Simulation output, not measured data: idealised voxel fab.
process module | voxel self aligned vias
cross-section cut | 195 nm wide | cells 5 nm
A cross-section is a grid of square cells, given in bands from the top down. A band is one or more rows of cells.
Each band's line starts with the height of the band's top and of its bottom, in nm. Then come its materials from left to right, each with its width in nm. One material with "throughout" fills the band from edge to edge. "air" is empty space.
Height 0 is the level under which the wafer as received is all one material. The lowest band goes on downwards, as in "0 down".
A width such as "30 to 40" changes by the same amount from each row of cells to the next, from the band's top row to its bottom row.
"no change" after a step means that no cell of the cross-section changed.
closed voids: empty space of 8 cells or more with no open way to the top, each as width x height at its distance from the left edge, in nm
after a step's settings: what the simulator itself notes on the step
overlay nm, on a step with a mask: how far to the right of its planned place the mask lay; to the left if negative
plan
1 op RECEIVE | material Si
2 op CONFORMAL_DEP | material SiO2 | thk nm 15
3 op CONFORMAL_DEP | material SiCN | thk nm 5
4 op DIRECTIONAL_DEP | material SiO2 | thk nm 25
5 op MASKED_ETCH | tone open | mask id LINES | width nm 25 | pitch nm 65 | etch materials SiO2 | depth nm 25 | overlay nm 0
6 op CONFORMAL_DEP | material TiN | thk nm 5
7 op FILL_DEP | material Ru | thk nm 10
8 op CMP | height nm 45
9 op SELECTIVE_ETCH | etch materials W Ru TiN | depth nm 5
10 op FILL_DEP | material SiN | thk nm 5
11 op CMP | height nm 45
12 op DIRECTIONAL_DEP | material SiO2 | thk nm 15
13 op DIRECTIONAL_DEP | material aC | thk nm 10
14 op PATTERN | tone open | mask id VIAS | material resist | width nm 35 | thk nm 30 | overlay nm 0
15 op DIRECTIONAL_ETCH | etch materials aC | depth nm 10
16 op STRIP | etch materials resist
17 op DIRECTIONAL_ETCH | etch materials SiO2 | depth nm 15
18 op DIRECTIONAL_ETCH | etch materials SiN | depth nm 5
19 op STRIP | etch materials aC
20 op CONFORMAL_DEP | material TiN | thk nm 5
21 op FILL_DEP | material Ru | thk nm 10
22 op CMP | height nm 60
23 op CONFORMAL_DEP | material SiN | thk nm 5
varied across the wafers: thk nm of step 23. The plan shows the first wafer's value. All wafers start alike
first wafer as received, after step 1
  0 down: Si throughout
  closed voids: none
first wafer at the end, after step 23
  65 to 60: SiN throughout
  60 to 50: SiO2 45 | TiN 5 | Ru 25 | TiN 5 | SiO2 115
  50 to 45: SiO2 45 | TiN 10 | Ru 15 | TiN 10 | SiO2 115
  45 to 40: SiO2 50 | TiN 25 | SiO2 40 | SiN 25 | SiO2 55
  40 to 25: SiO2 50 | TiN 5 | Ru 15 | TiN 5 | SiO2 40 | TiN 5 | Ru 15 | TiN 5 | SiO2 55
  25 to 20: SiO2 50 | TiN 25 | SiO2 40 | TiN 25 | SiO2 55
  20 to 15: SiCN throughout
  15 to 0: SiO2 throughout
  0 down: Si throughout
  closed voids: none
last wafer at the end
  80 to 60: SiN throughout
  60 to 50: SiO2 45 | TiN 5 | Ru 25 | TiN 5 | SiO2 115
  50 to 45: SiO2 45 | TiN 10 | Ru 15 | TiN 10 | SiO2 115
  45 to 40: SiO2 50 | TiN 25 | SiO2 40 | SiN 25 | SiO2 55
  40 to 25: SiO2 50 | TiN 5 | Ru 15 | TiN 5 | SiO2 40 | TiN 5 | Ru 15 | TiN 5 | SiO2 55
  25 to 20: SiO2 50 | TiN 25 | SiO2 40 | TiN 25 | SiO2 55
  20 to 15: SiCN throughout
  15 to 0: SiO2 throughout
  0 down: Si throughout
  closed voids: none
each wafer at the end: cells of each material gained (+) or lost (-) since it was received, then its closed voids
thk nm 5 | +31 Ru | +39 SiCN | +44 SiN | +358 SiO2 | +35 TiN | closed voids: none
thk nm 10 | +31 Ru | +39 SiCN | +83 SiN | +358 SiO2 | +35 TiN | closed voids: none
thk nm 15 | +31 Ru | +39 SiCN | +122 SiN | +358 SiO2 | +35 TiN | closed voids: none
thk nm 20 | +31 Ru | +39 SiCN | +161 SiN | +358 SiO2 | +35 TiN | closed voids: none
